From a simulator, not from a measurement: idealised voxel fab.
process module | voxel ribs on slabs
Xsec cut, 155 nm wide, square cell size 5 nm.
We lay out every cross-section as a grid of square cells and spell it out in bands from the top down, where one band means one or more rows of cells. Basically the band line says how high the top is and how high the bottom is, in nm, and then what's in it from left to right, every material with its width in nm. Empty space shows up as "empty", and if a single material carries "throughout" it runs the full band edge to edge. Height reference: 0 = level under which incoming wafer is all one material. Lowest band: no bottom, runs on downward, e.g. "top 0, no bottom". The notation "30->40" denotes a width that varies across the rows of cells in the band, beginning at the first number in the top row, finishing at the second number in the bottom row, and changing by an identical amount from each row to the next. Any step labelled "nothing was modified" changed none of the cells in the cross-section. For the entry "Sealed cavities", the listed items are empty spaces with no open way to the top whose size is 8 cells or more; each item follows the pattern width x height at distance, where distance is from the left edge and all three are in nm. Note: text after step settings on the step line = simulator remark on that step. A step line may carry the setting "overlay nm", which, for steps involving a mask, states the distance by which the mask lay to the right of its intended position; negative values denote displacement to the left.
The process steps that were planned are listed below
1,RECEIVE (material Si)
2,DIRECTIONAL_DEP (material SiO2; thk nm 25)
3,DIRECTIONAL_DEP (material SiN; thk nm 20)
4,DIRECTIONAL_DEP (material aC; thk nm 15)
5,PATTERN (tone cover; mask id RIB; material resist; width nm 30; thk nm 35; overlay nm 0)
6,DIRECTIONAL_ETCH (etch materials aC; depth nm 15)
7,STRIP (etch materials resist)
8,DIRECTIONAL_ETCH (etch materials SiN; depth nm 10)
9,STRIP (etch materials aC)
10,DIRECTIONAL_DEP (material aC; thk nm 15)
11,PATTERN (tone cover; mask id SLAB; material resist; width nm 60; thk nm 30; overlay nm 0)
12,DIRECTIONAL_ETCH (etch materials aC; depth nm 15)
13,STRIP (etch materials resist)
14,DIRECTIONAL_ETCH (etch materials SiN; depth nm 10)
15,STRIP (etch materials aC)
16,FILL_DEP (material SiO2; thk nm 20)
17,CMP (height nm 55)
18,DIRECTIONAL_DEP (material TiN; thk nm 10)
19,PATTERN (tone cover; mask id HEATER; material resist; width nm 40; thk nm 20; overlay nm 0)
20,DIRECTIONAL_ETCH (etch materials TiN; depth nm 10)
21,STRIP (etch materials resist)
22,CONFORMAL_DEP (material SiN; thk nm 5)
What follows covers the first of two wafers; it ran as planned
Here's what the wafer looked like in cross-section when it arrived - that's after step 1
- top 0, no bottom = Si throughout
- Sealed cavities: none
The wafer in cross-section once step 2 is complete
- top 25, bottom 0 = SiO2 throughout
- Unchanged below 0.
The wafer in cross-section once step 3 is complete
- top 45, bottom 25 = SiN throughout
- Unchanged below 25.
The wafer in cross-section once step 4 is complete
- top 60, bottom 45 = aC throughout
- Unchanged below 45.
The wafer in cross-section once step 5 is complete
- top 95, bottom 60 = 60 empty, then 30 resist, then 65 empty
- Unchanged below 60.
The wafer in cross-section once step 6 is complete
- top 80, bottom 60 = 60 empty, then 30 resist, then 65 empty
- top 60, bottom 45 = 60 empty, then 30 aC, then 65 empty
- Unchanged below 45.
The wafer in cross-section once step 7 is complete
- top 60, bottom 45 = 60 empty, then 30 aC, then 65 empty
- Unchanged below 45.
The wafer in cross-section once step 8 is complete
- top 60, bottom 45 = 60 empty, then 30 aC, then 65 empty
- top 45, bottom 35 = 60 empty, then 30 SiN, then 65 empty
- Unchanged below 35.
The wafer in cross-section once step 9 is complete
- top 45, bottom 35 = 60 empty, then 30 SiN, then 65 empty
- Unchanged below 35.
The wafer in cross-section once step 10 is complete
- top 60, bottom 50 = 60 empty, then 30 aC, then 65 empty
- top 50, bottom 45 = aC throughout
- top 45, bottom 35 = 60 aC, then 30 SiN, then 65 aC
- Unchanged below 35.
The wafer in cross-section once step 11 is complete
- top 90, bottom 60 = 45 empty, then 60 resist, then 50 empty
- top 60, bottom 50 = 45 empty, then 15 resist, then 30 aC, then 15 resist, then 50 empty
- Unchanged below 50.
The wafer in cross-section once step 12 is complete
- top 75, bottom 60 = 45 empty, then 60 resist, then 50 empty
- top 60, bottom 50 = 45 empty, then 15 resist, then 30 aC, then 15 resist, then 50 empty
- top 50, bottom 45 = 45 empty, then 60 aC, then 50 empty
- top 45, bottom 35 = 45 empty, then 15 aC, then 30 SiN, then 15 aC, then 50 empty
- Unchanged below 35.
The wafer in cross-section once step 13 is complete
- top 60, bottom 50 = 60 empty, then 30 aC, then 65 empty
- Unchanged below 50.
The wafer in cross-section once step 14 is complete
- top 60, bottom 50 = 60 empty, then 30 aC, then 65 empty
- top 50, bottom 45 = 45 empty, then 60 aC, then 50 empty
- top 45, bottom 35 = 45 empty, then 15 aC, then 30 SiN, then 15 aC, then 50 empty
- top 35, bottom 25 = 45 empty, then 60 SiN, then 50 empty
- Unchanged below 25.
The wafer in cross-section once step 15 is complete
- top 45, bottom 35 = 60 empty, then 30 SiN, then 65 empty
- Unchanged below 35.
The wafer in cross-section once step 16 is complete
- top 65, bottom 45 = SiO2 throughout
- top 45, bottom 35 = 60 SiO2, then 30 SiN, then 65 SiO2
- top 35, bottom 25 = 45 SiO2, then 60 SiN, then 50 SiO2
- Unchanged below 25.
The wafer in cross-section once step 17 is complete
- top 55, bottom 45 = SiO2 throughout
- Unchanged below 45.
The wafer in cross-section once step 18 is complete
- top 65, bottom 55 = TiN throughout
- Unchanged below 55.
The wafer in cross-section once step 19 is complete
- top 85, bottom 65 = 55 empty, then 40 resist, then 60 empty
- Unchanged below 65.
The wafer in cross-section once step 20 is complete
- top 85, bottom 65 = 55 empty, then 40 resist, then 60 empty
- top 65, bottom 55 = 55 empty, then 40 TiN, then 60 empty
- Unchanged below 55.
The wafer in cross-section once step 21 is complete
- top 65, bottom 55 = 55 empty, then 40 TiN, then 60 empty
- Unchanged below 55.
The wafer in cross-section once step 22 is complete
- top 70, bottom 65 = 50 empty, then 50 SiN, then 55 empty
- top 65, bottom 60 = 50 empty, then 5 SiN, then 40 TiN, then 5 SiN, then 55 empty
- top 60, bottom 55 = 55 SiN, then 40 TiN, then 60 SiN
- Unchanged below 55.
Wafer two of the pair: same origin, same plan, one error during the run; identical to wafer one up to and including step 21
Look at the second wafer in cross-section at the time step 22 ought to have finished: nothing was modified
Where did the run depart from the plan? heads up, step 22 of the plan was skipped and never actually ran
Per the end-of-run cell counts, the second wafer holds more or fewer of some materials than the first: SiN -35
